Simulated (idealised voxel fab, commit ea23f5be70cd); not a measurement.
You're looking at the process module voxel transistor to metal.
We display cut, a cross-section 190 nm in width whose square cells are each 5 nm.
If you're reading a cross-section in this doc, picture square cells in a grid; it comes to you as bands, top ones listed first down to the bottom, and a band can be one or more rows of cells.
For a band, the entry starts with two heights in nm, that of the top and then that of the bottom, and carries on with the band's materials in order from left to right, each alongside its width in nm; the word "all across" beside a single material means it fills the band edge to edge, and "blank" means empty space.
Heights are reckoned from 0. Under this level, the received wafer is all of one material. The bottommost band is open-ended downward, for example "0 -> down".
Width: "30 to 40" (first number = top row, second number = bottom row, same change from row to row of cells).
Any step labelled "remained unchanged" changed none of the cells in the cross-section.
"Sealed-off cavities": sealed empty spaces, 8 cells or more, no open way to top, listed width x height at distance, with distance from the left edge and width, height and distance in nm.
Text after the settings on a step's line: the simulator's own remark on that step.
overlay nm: for a step with a mask, the amount by which the mask lay right of where it was planned; a negative amount means left of it.
**Listed below are the process steps as planned**
| 1 | RECEIVE: material Si |
| 2 | OXIDIZE: depth nm 5 |
| 3 | CONFORMAL_DEP: material SiN, thk nm 15 |
| 4 | MASKED_ETCH: tone cover, mask id ACTIVE, width nm 95, etch materials SiN, depth nm 15, overlay nm 0 |
| 5 | MASKED_ETCH: tone cover, mask id ACTIVE, width nm 95, etch materials SiO2, depth nm 5, overlay nm 0 |
| 6 | MASKED_ETCH: tone cover, mask id ACTIVE, width nm 95, etch materials Si, depth nm 20, overlay nm 0 |
| 7 | OXIDIZE: depth nm 5 |
| 8 | FILL_DEP: material SiO2, thk nm 5 |
| 9 | CMP: height nm 15 |
| 10 | SELECTIVE_ETCH: etch materials SiO2, depth nm 15 |
| 11 | STRIP: etch materials SiN |
| 12 | SELECTIVE_ETCH: etch materials SiO2, depth nm 5 |
| 13 | OXIDIZE: depth nm 5 |
| 14 | DIRECTIONAL_DEP: material polySi, thk nm 25 |
| 15 | DIRECTIONAL_DEP: material SiCN, thk nm 15 |
| 16 | PATTERN: tone cover, mask id GATE, material resist, width nm 15, thk nm 15, overlay nm 0 |
| 17 | DIRECTIONAL_ETCH: etch materials SiCN, depth nm 25 |
| 18 | DIRECTIONAL_ETCH: etch materials polySi, depth nm 35 |
| 19 | STRIP: etch materials resist |
| 20 | CONFORMAL_DEP: material SiO2, thk nm 5 |
| 21 | DIRECTIONAL_ETCH: etch materials SiO2, depth nm 5 |
| 22 | CONFORMAL_DEP: material SiN, thk nm 5 |
| 23 | DIRECTIONAL_ETCH: etch materials SiN, depth nm 5 |
| 24 | DIRECTIONAL_ETCH: etch materials SiO2, depth nm 5 |
| 25 | DIRECTIONAL_ETCH: etch materials Si, depth nm 15 |
| 26 | EPI: material SiGe, thk nm 15 |
| 27 | FILL_DEP: material SiO2, thk nm 5 |
| 28 | CMP: height nm 35 |
| 29 | DIRECTIONAL_DEP: material SiO2, thk nm 10 |
| 30 | DIRECTIONAL_DEP: material aC, thk nm 15 |
| 31 | PATTERN: tone open, mask id CONTACT, material resist, width nm 25, pitch nm 50, thk nm 35, overlay nm 0 |
| 32 | DIRECTIONAL_ETCH: etch materials aC, depth nm 15 |
| 33 | STRIP: etch materials resist |
| 34 | DIRECTIONAL_ETCH: etch materials SiO2, depth nm 55 |
| 35 | STRIP: etch materials aC |
| 36 | CONFORMAL_DEP: material TiN, thk nm 5 |
| 37 | FILL_DEP: material Ru, thk nm 5 |
| 38 | CMP: height nm 45 |
| 39 | CONFORMAL_DEP: material SiN, thk nm 5 |
| 40 | DIRECTIONAL_DEP: material lowk, thk nm 20 |
| 41 | PATTERN: tone open, mask id METAL_1, material resist, width nm 15, pitch nm 60, thk nm 15, overlay nm 0 |
| 42 | DIRECTIONAL_ETCH: etch materials lowk, depth nm 20 |
| 43 | DIRECTIONAL_ETCH: etch materials SiN, depth nm 5 |
| 44 | STRIP: etch materials resist |
| 45 | CONFORMAL_DEP: material TiN, thk nm 5 |
| 46 | FILL_DEP: material Cu, thk nm 10 |
| 47 | CMP: height nm 70 |
| 48 | CONFORMAL_DEP: material SiN, thk nm 5 |
**as received, after step 1**
* 0 -> down  Si all across
* Sealed-off cavities: none
**first wafer at the end, as planned**
* 75 -> 70  SiN all across
* 70 -> 50  lowk 55 nm; TiN 5 nm; Cu 5 nm; TiN 5 nm; lowk 45 nm; TiN 5 nm; Cu 5 nm; TiN 5 nm; lowk 60 nm
* 50 -> 45  SiN 55 nm; TiN 15 nm; SiN 45 nm; TiN 15 nm; SiN 60 nm
* 45 -> 35  SiO2 55 nm; TiN 5 nm; Ru 15 to 10 nm; TiN 5 to 10 nm; SiO2 25 nm; TiN 5 to 10 nm; Ru 15 to 10 nm; TiN 5 nm; SiO2 60 nm
* 35 -> 20  SiO2 55 nm; TiN 5 nm; Ru 10 nm; TiN 5 nm; SiN 5 nm; SiO2 5 nm; SiCN 15 nm; SiO2 5 nm; SiN 5 nm; TiN 5 nm; Ru 10 nm; TiN 5 nm; SiO2 60 nm
* 20 -> 10  SiO2 55 nm; TiN 5 nm; Ru 10 nm; TiN 5 nm; SiN 5 nm; SiO2 5 nm; polySi 15 nm; SiO2 5 nm; SiN 5 nm; TiN 5 nm; Ru 10 nm; TiN 5 nm; SiO2 60 nm
* 10 -> 5  SiO2 55 nm; TiN 20 nm; SiN 5 nm; SiO2 5 nm; polySi 15 nm; SiO2 5 nm; SiN 5 nm; TiN 20 nm; SiO2 60 nm
* 5 -> -5  SiO2 55 nm; TiN 5 nm; SiGe 15 nm; SiN 5 nm; SiO2 5 nm; polySi 15 nm; SiO2 5 nm; SiN 5 nm; SiGe 15 nm; TiN 5 nm; SiO2 60 nm
* -5 -> -10  SiO2 55 nm; TiN 5 nm; SiGe 15 nm; SiO2 35 nm; SiGe 15 nm; TiN 5 nm; SiO2 60 nm
* -10 -> -25  SiO2 50 nm; SiGe 25 nm; Si 35 nm; SiGe 25 nm; SiO2 55 nm
* -25 -> -30  SiO2 50 nm; Si 85 nm; SiO2 55 nm
* -30 -> down  Si all across
* Sealed-off cavities: none
**Cross-sectional view of the second of two wafers upon completion of the module. This wafer shared its starting condition and process plan with the first; one error was made during its execution**
* 75 -> 70  SiN all across
* 70 -> 50  lowk 55 nm; TiN 5 nm; Cu 5 nm; TiN 5 nm; lowk 45 nm; TiN 5 nm; Cu 5 nm; TiN 5 nm; lowk 60 nm
* 50 -> 45  SiN 55 nm; TiN 15 nm; SiN 45 nm; TiN 15 nm; SiN 60 nm
* 45 -> 35  SiO2 55 nm; TiN 5 nm; Ru 15 to 10 nm; TiN 5 to 10 nm; SiO2 25 nm; TiN 5 to 15 nm; Ru 15 to 5 nm; TiN 5 nm; SiO2 60 nm
* 35 -> 20  SiO2 55 nm; TiN 5 nm; Ru 10 nm; TiN 5 nm; SiN 5 nm; SiO2 5 nm; SiCN 20 nm; TiN 5 nm; SiN 5 nm; TiN 5 nm; Ru 5 nm; TiN 5 nm; SiO2 60 nm
* 20 -> 10  SiO2 55 nm; TiN 5 nm; Ru 10 nm; TiN 5 nm; SiN 5 nm; SiO2 5 nm; polySi 20 nm; TiN 5 nm; SiN 5 nm; TiN 5 nm; Ru 5 nm; TiN 5 nm; SiO2 60 nm
* 10 -> 5  SiO2 55 nm; TiN 20 nm; SiN 5 nm; SiO2 5 nm; polySi 20 nm; TiN 5 nm; SiN 5 nm; TiN 15 nm; SiO2 60 nm
* 5 -> -5  SiO2 55 nm; TiN 5 nm; SiGe 15 nm; SiN 5 nm; SiO2 5 nm; polySi 20 nm; TiN 5 nm; SiN 5 nm; SiGe 15 nm; SiO2 60 nm
* -5 -> -10  SiO2 55 nm; TiN 5 nm; SiGe 15 nm; SiO2 30 nm; TiN 5 nm; SiO2 5 nm; SiGe 15 nm; SiO2 60 nm
* -10 -> -25  SiO2 50 nm; SiGe 25 nm; Si 40 nm; SiGe 20 nm; SiO2 55 nm
* -25 -> -30  SiO2 50 nm; Si 85 nm; SiO2 55 nm
* -30 -> down  Si all across
* Sealed-off cavities: none
Want to know what went wrong? in deviation from the planned setting, step 16 was conducted as PATTERN: tone cover, mask id GATE, material resist, width nm 20, thk nm 15, overlay nm 0
The second wafer ends with more or fewer cells of some materials than the first, per final count: 6 fewer of Ru; 3 more of Si; 3 more of SiCN; 3 fewer of SiGe; 8 fewer of SiO2; 6 more of TiN; 5 more of polySi
